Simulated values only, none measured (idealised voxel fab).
process module | voxel quadruple lines
cross-section cut | 175 nm wide | cells 5 nm
A cross-section is a grid of square cells, given in bands from the top down. A band is one or more rows of cells.
Each band's line starts with the height of the band's top and of its bottom, in nm. Then come its materials from left to right, each with its width in nm. One material with "throughout" fills the band from edge to edge. "air" is empty space.
Height 0 is the level under which the wafer as received is all one material. The lowest band goes on downwards, as in "0 down".
A width such as "30 to 40" changes by the same amount from each row of cells to the next, from the band's top row to its bottom row.
"no change" after a step means that no cell of the cross-section changed.
closed voids: empty space of 8 cells or more with no open way to the top, each as width x height at its distance from the left edge, in nm
after a step's settings: what the simulator itself notes on the step
overlay nm, on a step with a mask: how far to the right of its planned place the mask lay; to the left if negative
plan
1 op RECEIVE | material Si
2 op CONFORMAL_DEP | material SiO2 | thk nm 5
3 op DIRECTIONAL_DEP | material W | thk nm 15
4 op DIRECTIONAL_DEP | material polySi | thk nm 15
5 op DIRECTIONAL_DEP | material aC | thk nm 20
6 op PATTERN | tone cover | mask id MANDREL | material resist | width nm 25 | thk nm 30 | overlay nm 0
7 op DIRECTIONAL_ETCH | etch materials aC | depth nm 20
8 op STRIP | etch materials resist
9 op CONFORMAL_DEP | material SiO2 | thk nm 15
10 op DIRECTIONAL_ETCH | etch materials SiO2 | depth nm 15
11 op STRIP | etch materials aC
12 op DIRECTIONAL_ETCH | etch materials polySi | depth nm 15
13 op STRIP | etch materials SiO2
14 op CONFORMAL_DEP | material SiCN | thk nm 5
15 op DIRECTIONAL_ETCH | etch materials SiCN | depth nm 5
16 op STRIP | etch materials polySi
17 op DIRECTIONAL_ETCH | etch materials W | depth nm 15
18 op STRIP | etch materials SiCN
19 op FILL_DEP | material SiO2 | thk nm 5
20 op CMP | height nm 20
as received, after step 1
  0 down: Si throughout
  closed voids: none
a wafer at the end: this start, this plan, one mistake
  20 to 5: polySi throughout
  5 to 0: SiO2 throughout
  0 down: Si throughout
  closed voids: none
what went wrong: steps 3 and 4 were swapped
